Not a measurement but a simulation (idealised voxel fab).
process module | voxel ribs on slabs
Cross-sectional view cut (width: 230 nm; square cell size: 5 nm).
Cross-section = grid of square cells, listed top down in bands; band = one or more rows. Band: top and bottom heights (nm) first, top before bottom; then materials from left to right, widths in nm. "everywhere" marks a sole material filling the band edge to edge. "empty" denotes empty space. Note: height 0 marks the level under which the wafer is uniformly one material as received. Lowest band unbounded below, written "top 0, no bottom". Quick explanation for "30 to 40": the width changes in equal steps down the rows of cells, from the first number in the band's top row to the second number in its bottom row. Take "nothing was modified" at face value: in the step it is given for, the cross-section changed in none of its cells. You'll see "Voids lacking openings" listing empty spaces that have no way open to the top, as long as they're 8 cells or more; the notation is width x height at distance, where the distance is from the left edge, and all of it is in nm. Heads up: the bit after the settings on a step's line is the simulator's remark on that step. On any step carrying a mask, the "overlay nm" setting, if present on the step's line, tells how far right of its planned place the mask lay; negative values point to the left.

[plan]
1. RECEIVE, material Si
2. DIRECTIONAL_DEP, material SiO2, thk nm 20
3. DIRECTIONAL_DEP, material polySi, thk nm 25
4. MASKED_ETCH, tone cover, mask id RIB, width nm 20, etch materials polySi, depth nm 10, overlay nm 0
5. DIRECTIONAL_DEP, material aC, thk nm 15
6. PATTERN, tone cover, mask id SLAB, material resist, width nm 70, thk nm 35, overlay nm 0
7. DIRECTIONAL_ETCH, etch materials aC, depth nm 15
8. STRIP, etch materials resist
9. DIRECTIONAL_ETCH, etch materials polySi, depth nm 5
10. STRIP, etch materials aC
11. FILL_DEP, material SiO2, thk nm 20
12. CMP, height nm 55
13. DIRECTIONAL_DEP, material W, thk nm 10
14. DIRECTIONAL_DEP, material aC, thk nm 10
15. PATTERN, tone cover, mask id HEATER, material resist, width nm 30, thk nm 30, overlay nm 0
16. DIRECTIONAL_ETCH, etch materials aC, depth nm 10
17. STRIP, etch materials resist
18. DIRECTIONAL_ETCH, etch materials W, depth nm 10
19. STRIP, etch materials aC
20. CONFORMAL_DEP, material SiO2, thk nm 5
The wafers are alike at the start. At step 4, their depth nm differs. The plan lists the first wafer's value.

[The first of several wafers in cross-section, exactly as it reached us after step 1]
> top 0, no bottom = Si everywhere
> Voids lacking openings: none

[Module finished, last step 20 done: cross-section of the first of several wafers]
> top 70, bottom 65 = 95 empty, 40 SiO2, 95 empty
> top 65, bottom 60 = 95 empty, 5 SiO2, 30 W, 5 SiO2, 95 empty
> top 60, bottom 55 = 100 SiO2, 30 W, 100 SiO2
> top 55, bottom 45 = SiO2 everywhere
> top 45, bottom 35 = 105 SiO2, 20 polySi, 105 SiO2
> top 35, bottom 30 = 80 SiO2, 70 polySi, 80 SiO2
> top 30, bottom 20 = polySi everywhere
> top 20, bottom 0 = SiO2 everywhere
> top 0, no bottom = Si everywhere
> Voids lacking openings: none

[Last wafer x-sec, end of module]
> top 70, bottom 65 = 95 empty, 40 SiO2, 95 empty
> top 65, bottom 60 = 95 empty, 5 SiO2, 30 W, 5 SiO2, 95 empty
> top 60, bottom 55 = 100 SiO2, 30 W, 100 SiO2
> top 55, bottom 45 = SiO2 everywhere
> top 45, bottom 20 = 105 SiO2, 20 polySi, 105 SiO2
> top 20, bottom 0 = SiO2 everywhere
> top 0, no bottom = Si everywhere
> Voids lacking openings: none

[The table below has one row for each wafer; a row shows, as of the end of the module, how many cells of each material the wafer has gained, marked (+), or lost, marked (-), since it was received, and then the wafer's closed voids]
depth nm 10; +442 SiO2; +12 W; +114 polySi; Voids lacking openings: none
depth nm 15; +484 SiO2; +12 W; +72 polySi; Voids lacking openings: none
depth nm 20; +526 SiO2; +12 W; +30 polySi; Voids lacking openings: none
depth nm 25; +536 SiO2; +12 W; +20 polySi; Voids lacking openings: none
depth nm 30; +536 SiO2; +12 W; +20 polySi; Voids lacking openings: none
depth nm 35; +536 SiO2; +12 W; +20 polySi; Voids lacking openings: none
